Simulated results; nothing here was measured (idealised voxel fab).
process module | voxel spacer lines
cross-section cut | 295 nm wide | cells 5 nm
A cross-section is a grid of square cells, given in bands from the top down. A band is one or more rows of cells.
Each band's line starts with the height of the band's top and of its bottom, in nm. Then come its materials from left to right, each with its width in nm. One material with "throughout" fills the band from edge to edge. "air" is empty space.
Height 0 is the level under which the wafer as received is all one material. The lowest band goes on downwards, as in "0 down".
A width such as "30 to 40" changes by the same amount from each row of cells to the next, from the band's top row to its bottom row.
"no change" after a step means that no cell of the cross-section changed.
closed voids: empty space of 8 cells or more with no open way to the top, each as width x height at its distance from the left edge, in nm
after a step's settings: what the simulator itself notes on the step
overlay nm, on a step with a mask: how far to the right of its planned place the mask lay; to the left if negative
plan
1 op RECEIVE | material Si
2 op CONFORMAL_DEP | material Al2O3 | thk nm 10
3 op DIRECTIONAL_DEP | material TiN | thk nm 10
4 op DIRECTIONAL_DEP | material aC | thk nm 20
5 op PATTERN | tone cover | mask id MANDREL | material resist | width nm 25 | pitch nm 70 | thk nm 25 | overlay nm 0
6 op DIRECTIONAL_ETCH | etch materials aC | depth nm 20
7 op STRIP | etch materials resist
8 op CONFORMAL_DEP | material SiO2 | thk nm 10
9 op DIRECTIONAL_ETCH | etch materials SiO2 | depth nm 10
10 op STRIP | etch materials aC
11 op DIRECTIONAL_ETCH | etch materials TiN | depth nm 10
12 op STRIP | etch materials SiO2
13 op FILL_DEP | material SiO2 | thk nm 5
14 op CMP | height nm 20
first wafer, as planned
as received, after step 1
  0 down: Si throughout
  closed voids: none
after step 2
  10 to 0: Al2O3 throughout
  below 0: unchanged
after step 3
  20 to 10: TiN throughout
  below 10: unchanged
after step 4
  40 to 20: aC throughout
  below 20: unchanged
after step 5
  65 to 40: air 65 | resist 25 | air 45 | resist 25 | air 45 | resist 25 | air 65
  below 40: unchanged
after step 6
  45 to 40: air 65 | resist 25 | air 45 | resist 25 | air 45 | resist 25 | air 65
  40 to 20: air 65 | aC 25 | air 45 | aC 25 | air 45 | aC 25 | air 65
  below 20: unchanged
after step 7
  40 to 20: air 65 | aC 25 | air 45 | aC 25 | air 45 | aC 25 | air 65
  below 20: unchanged
after step 8
  50 to 40: air 55 | SiO2 45 | air 25 | SiO2 45 | air 25 | SiO2 45 | air 55
  40 to 30: air 55 | SiO2 10 | aC 25 | SiO2 10 | air 25 | SiO2 10 | aC 25 | SiO2 10 | air 25 | SiO2 10 | aC 25 | SiO2 10 | air 55
  30 to 20: SiO2 65 | aC 25 | SiO2 45 | aC 25 | SiO2 45 | aC 25 | SiO2 65
  below 20: unchanged
after step 9
  40 to 20: air 55 | SiO2 10 | aC 25 | SiO2 10 | air 25 | SiO2 10 | aC 25 | SiO2 10 | air 25 | SiO2 10 | aC 25 | SiO2 10 | air 55
  below 20: unchanged
after step 10
  40 to 20: air 55 | SiO2 10 | air 25 | SiO2 10 | air 25 | SiO2 10 | air 25 | SiO2 10 | air 25 | SiO2 10 | air 25 | SiO2 10 | air 55
  below 20: unchanged
after step 11
  40 to 20: air 55 | SiO2 10 | air 25 | SiO2 10 | air 25 | SiO2 10 | air 25 | SiO2 10 | air 25 | SiO2 10 | air 25 | SiO2 10 | air 55
  20 to 10: air 55 | TiN 10 | air 25 | TiN 10 | air 25 | TiN 10 | air 25 | TiN 10 | air 25 | TiN 10 | air 25 | TiN 10 | air 55
  below 10: unchanged
after step 12
  20 to 10: air 55 | TiN 10 | air 25 | TiN 10 | air 25 | TiN 10 | air 25 | TiN 10 | air 25 | TiN 10 | air 25 | TiN 10 | air 55
  below 10: unchanged
after step 13
  25 to 20: SiO2 throughout
  20 to 10: SiO2 55 | TiN 10 | SiO2 25 | TiN 10 | SiO2 25 | TiN 10 | SiO2 25 | TiN 10 | SiO2 25 | TiN 10 | SiO2 25 | TiN 10 | SiO2 55
  below 10: unchanged
after step 14
  20 to 10: SiO2 55 | TiN 10 | SiO2 25 | TiN 10 | SiO2 25 | TiN 10 | SiO2 25 | TiN 10 | SiO2 25 | TiN 10 | SiO2 25 | TiN 10 | SiO2 55
  below 10: unchanged
second wafer: like start, like plan, one mistake. Through step 7 it matches the first wafer
when step 8 should have ended
  45 to 40: air 60 | SiO2 35 | air 35 | SiO2 35 | air 35 | SiO2 35 | air 60
  40 to 25: air 60 | SiO2 5 | aC 25 | SiO2 5 | air 35 | SiO2 5 | aC 25 | SiO2 5 | air 35 | SiO2 5 | aC 25 | SiO2 5 | air 60
  25 to 20: SiO2 65 | aC 25 | SiO2 45 | aC 25 | SiO2 45 | aC 25 | SiO2 65
  below 20: unchanged
when step 9 should have ended
  40 to 35: air 65 | aC 25 | air 45 | aC 25 | air 45 | aC 25 | air 65
  35 to 20: air 60 | SiO2 5 | aC 25 | SiO2 5 | air 35 | SiO2 5 | aC 25 | SiO2 5 | air 35 | SiO2 5 | aC 25 | SiO2 5 | air 60
  below 20: unchanged
when step 10 should have ended
  35 to 20: air 60 | SiO2 5 | air 25 | SiO2 5 | air 35 | SiO2 5 | air 25 | SiO2 5 | air 35 | SiO2 5 | air 25 | SiO2 5 | air 60
  below 20: unchanged
when step 11 should have ended
  35 to 20: air 60 | SiO2 5 | air 25 | SiO2 5 | air 35 | SiO2 5 | air 25 | SiO2 5 | air 35 | SiO2 5 | air 25 | SiO2 5 | air 60
  20 to 10: air 60 | TiN 5 | air 25 | TiN 5 | air 35 | TiN 5 | air 25 | TiN 5 | air 35 | TiN 5 | air 25 | TiN 5 | air 60
  below 10: unchanged
when step 12 should have ended
  20 to 10: air 60 | TiN 5 | air 25 | TiN 5 | air 35 | TiN 5 | air 25 | TiN 5 | air 35 | TiN 5 | air 25 | TiN 5 | air 60
  below 10: unchanged
when step 13 should have ended
  25 to 20: SiO2 throughout
  20 to 10: SiO2 60 | TiN 5 | SiO2 25 | TiN 5 | SiO2 35 | TiN 5 | SiO2 25 | TiN 5 | SiO2 35 | TiN 5 | SiO2 25 | TiN 5 | SiO2 60
  below 10: unchanged
when step 14 should have ended
  20 to 10: SiO2 60 | TiN 5 | SiO2 25 | TiN 5 | SiO2 35 | TiN 5 | SiO2 25 | TiN 5 | SiO2 35 | TiN 5 | SiO2 25 | TiN 5 | SiO2 60
  below 10: unchanged
what went wrong: step 8 ran as: op CONFORMAL_DEP | material SiO2 | thk nm 5
at the end the second wafer has, in cells: 12 more of SiO2 | 12 fewer of TiN
